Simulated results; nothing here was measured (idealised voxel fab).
Process module, titled voxel transistor to metal
Xsec cut, 210 nm wide, square cell size 5 nm.
If you're reading a cross-section in this doc, picture square cells in a grid; it comes to you as bands, top ones listed first down to the bottom, and a band can be one or more rows of cells. Top height, bottom height, nm. Materials left to right, width each, nm. Single material + "full width" = fills band edge to edge. "empty" = empty. The level at which height equals 0 is the one under which the wafer, as it arrives, is entirely one material. No lower edge exists for the bottom band, which continues downward and is notated as in "0 down". The width entry "30->40" should be interpreted row by row: the top row of cells in the band takes the first number, the bottom row takes the second number, and the change between adjacent rows is uniform throughout. It should be understood that the words "remained the same", when stated for a given step, signify that the cross-section underwent no change in any of its cells during that step. Heads up: "Closed internal cavities" only lists the empty pockets with no open path to the top that are 8 cells or more, and it writes them as width x height at distance, distance from the left edge, in nm. That trailing text on a step's line, after the settings, is the simulator's own remark on the step. overlay nm, on a step with a mask: how far to the right of its planned place the mask lay; to the left if negative.
Plan:
step 1: RECEIVE (material Si)
step 2: OXIDIZE (depth nm 5)
step 3: CONFORMAL_DEP (material SiN; thk nm 15)
step 4: MASKED_ETCH (tone cover; mask id ACTIVE; width nm 115; etch materials SiN; depth nm 15; overlay nm 0)
step 5: MASKED_ETCH (tone cover; mask id ACTIVE; width nm 115; etch materials SiO2; depth nm 5; overlay nm 0)
step 6: MASKED_ETCH (tone cover; mask id ACTIVE; width nm 115; etch materials Si; depth nm 25; overlay nm 0)
step 7: OXIDIZE (depth nm 5)
step 8: FILL_DEP (material SiO2; thk nm 15)
step 9: CMP (height nm 15)
step 10: SELECTIVE_ETCH (etch materials SiO2; depth nm 10)
step 11: STRIP (etch materials SiN)
step 12: SELECTIVE_ETCH (etch materials SiO2; depth nm 5)
step 13: OXIDIZE (depth nm 5)
step 14: DIRECTIONAL_DEP (material polySi; thk nm 25)
step 15: DIRECTIONAL_DEP (material SiCN; thk nm 10)
step 16: DIRECTIONAL_DEP (material aC; thk nm 10)
step 17: PATTERN (tone cover; mask id GATE; material resist; width nm 15; thk nm 25; overlay nm 0)
step 18: DIRECTIONAL_ETCH (etch materials aC; depth nm 10)
step 19: STRIP (etch materials resist)
step 20: DIRECTIONAL_ETCH (etch materials SiCN; depth nm 20)
step 21: DIRECTIONAL_ETCH (etch materials polySi; depth nm 35)
step 22: STRIP (etch materials aC)
step 23: CONFORMAL_DEP (material SiN; thk nm 10)
step 24: DIRECTIONAL_ETCH (etch materials SiN; depth nm 10)
step 25: DIRECTIONAL_ETCH (etch materials SiO2; depth nm 5)
step 26: DIRECTIONAL_ETCH (etch materials Si; depth nm 10)
step 27: EPI (material nSi; thk nm 15)
step 28: FILL_DEP (material SiO2; thk nm 5)
step 29: CMP (height nm 30)
step 30: DIRECTIONAL_DEP (material SiO2; thk nm 15)
step 31: DIRECTIONAL_DEP (material aC; thk nm 10)
step 32: PATTERN (tone open; mask id CONTACT; material resist; width nm 20; pitch nm 75; thk nm 30; overlay nm 0)
step 33: DIRECTIONAL_ETCH (etch materials aC; depth nm 10)
step 34: STRIP (etch materials resist)
step 35: DIRECTIONAL_ETCH (etch materials SiO2; depth nm 50)
step 36: STRIP (etch materials aC)
step 37: CONFORMAL_DEP (material TiN; thk nm 5)
step 38: FILL_DEP (material W; thk nm 5)
step 39: CMP (height nm 45)
step 40: CONFORMAL_DEP (material SiCN; thk nm 5)
step 41: DIRECTIONAL_DEP (material lowk; thk nm 25)
step 42: PATTERN (tone open; mask id METAL_1; material resist; width nm 20; pitch nm 75; thk nm 15; overlay nm 0)
step 43: DIRECTIONAL_ETCH (etch materials lowk; depth nm 25)
step 44: DIRECTIONAL_ETCH (etch materials SiCN; depth nm 5)
step 45: STRIP (etch materials resist)
step 46: CONFORMAL_DEP (material TiN; thk nm 5)
step 47: FILL_DEP (material Ru; thk nm 10)
step 48: CMP (height nm 75)
step 49: CONFORMAL_DEP (material SiN; thk nm 5)
So this is the incoming wafer in cross-section - it's already been through step 1:
> 0 down: Si full width
> Closed internal cavities: none
First of two wafers: cross-section at end of module, run per plan:
> 80 to 75: SiN full width
> 75 to 50: 55 of lowk | 5 of TiN | 10 of Ru | 5 of TiN | 55 of lowk | 5 of TiN | 10 of Ru | 5 of TiN | 60 of lowk
> 50 to 45: 55 of SiCN | 20 of TiN | 55 of SiCN | 20 of TiN | 60 of SiCN
> 45 to 30: 55 of SiO2 | 5 of TiN | 10 of W | 5 of TiN | 55 of SiO2 | 5 of TiN | 10 of W | 5 of TiN | 60 of SiO2
> 30 to 20: 55 of SiO2 | 5 of TiN | 10 of W | 5 of TiN | 10 of SiO2 | 10 of SiN | 15 of SiCN | 10 of SiN | 10 of SiO2 | 5 of TiN | 10 of W | 5 of TiN | 60 of SiO2
> 20 to 10: 55 of SiO2 | 5 of TiN | 10 of W | 5 of TiN | 10 of SiO2 | 10 of SiN | 15 of polySi | 10 of SiN | 10 of SiO2 | 5 of TiN | 10 of W | 5 of TiN | 60 of SiO2
> 10 to 5: 55 of SiO2 | 5 of TiN | 5 of W | 10 of TiN | 10 of SiO2 | 10 of SiN | 15 of polySi | 10 of SiN | 10 of SiO2 | 10 of TiN | 5 of W | 5 of TiN | 60 of SiO2
> 5 to 0: 55 of SiO2 | 5 of TiN | 5 of W | 5 of TiN | 15 of nSi | 10 of SiN | 15 of polySi | 10 of SiN | 15 of nSi | 5 of TiN | 5 of W | 5 of TiN | 60 of SiO2
> 0 to -5: 40 of SiO2 | 10 of SiN | 5 of SiO2 | 15 of TiN | 15 of nSi | 10 of SiN | 15 of polySi | 10 of SiN | 15 of nSi | 15 of TiN | 5 of SiO2 | 10 of SiN | 45 of SiO2
> -5 to -10: 50 of SiO2 | 35 of nSi | 35 of SiO2 | 35 of nSi | 55 of SiO2
> -10 to -20: 50 of SiO2 | 35 of nSi | 35 of Si | 35 of nSi | 55 of SiO2
> -20 to -35: 50 of SiO2 | 105 of Si | 55 of SiO2
> -35 down: Si full width
> Closed internal cavities: none
End-of-module cross-section of the second wafer: identical starting point and process plan to the first, with one processing mistake:
> 80 to 75: SiN full width
> 75 to 50: 55 of lowk | 5 of TiN | 10 of Ru | 5 of TiN | 55 of lowk | 5 of TiN | 10 of Ru | 5 of TiN | 60 of lowk
> 50 to 45: 55 of SiCN | 20 of TiN | 55 of SiCN | 20 of TiN | 60 of SiCN
> 45 to 30: 55 of SiO2 | 5 of TiN | 10 of W | 5 of TiN | 55 of SiO2 | 5 of TiN | 10 of W | 5 of TiN | 60 of SiO2
> 30 to 25: 55 of SiO2 | 5 of TiN | 10 of W | 5 of TiN | 10 of SiO2 | 10 of SiN | 15 of SiCN | 10 of SiN | 10 of SiO2 | 5 of TiN | 10 of W | 5 of TiN | 60 of SiO2
> 25 to 20: 55 of SiO2 | 20 of TiN | 10 of SiO2 | 10 of SiN | 15 of SiCN | 10 of SiN | 10 of SiO2 | 20 of TiN | 60 of SiO2
> 20 to 10: 55 of SiO2 | 30 of nSi | 10 of SiN | 15 of polySi | 10 of SiN | 30 of nSi | 60 of SiO2
> 10 to 0: 40 of SiO2 | 45 of nSi | 10 of SiN | 15 of polySi | 10 of SiN | 45 of nSi | 45 of SiO2
> 0 to -5: 40 of SiO2 | 10 of SiN | 35 of nSi | 10 of SiN | 15 of polySi | 10 of SiN | 35 of nSi | 10 of SiN | 45 of SiO2
> -5 to -10: 50 of SiO2 | 35 of nSi | 35 of SiO2 | 35 of nSi | 55 of SiO2
> -10 to -20: 50 of SiO2 | 35 of nSi | 35 of Si | 35 of nSi | 55 of SiO2
> -20 to -35: 50 of SiO2 | 105 of Si | 55 of SiO2
> -35 down: Si full width
> Closed internal cavities: none
It is concluded that the wafer was processed incorrectly with respect to the plan, in that step 27 of the plan was carried out twice
The final cell counts differ between the wafers, with the second having more or fewer of some materials than the first: SiO2 -26 | TiN -20 | W -16 | nSi +62
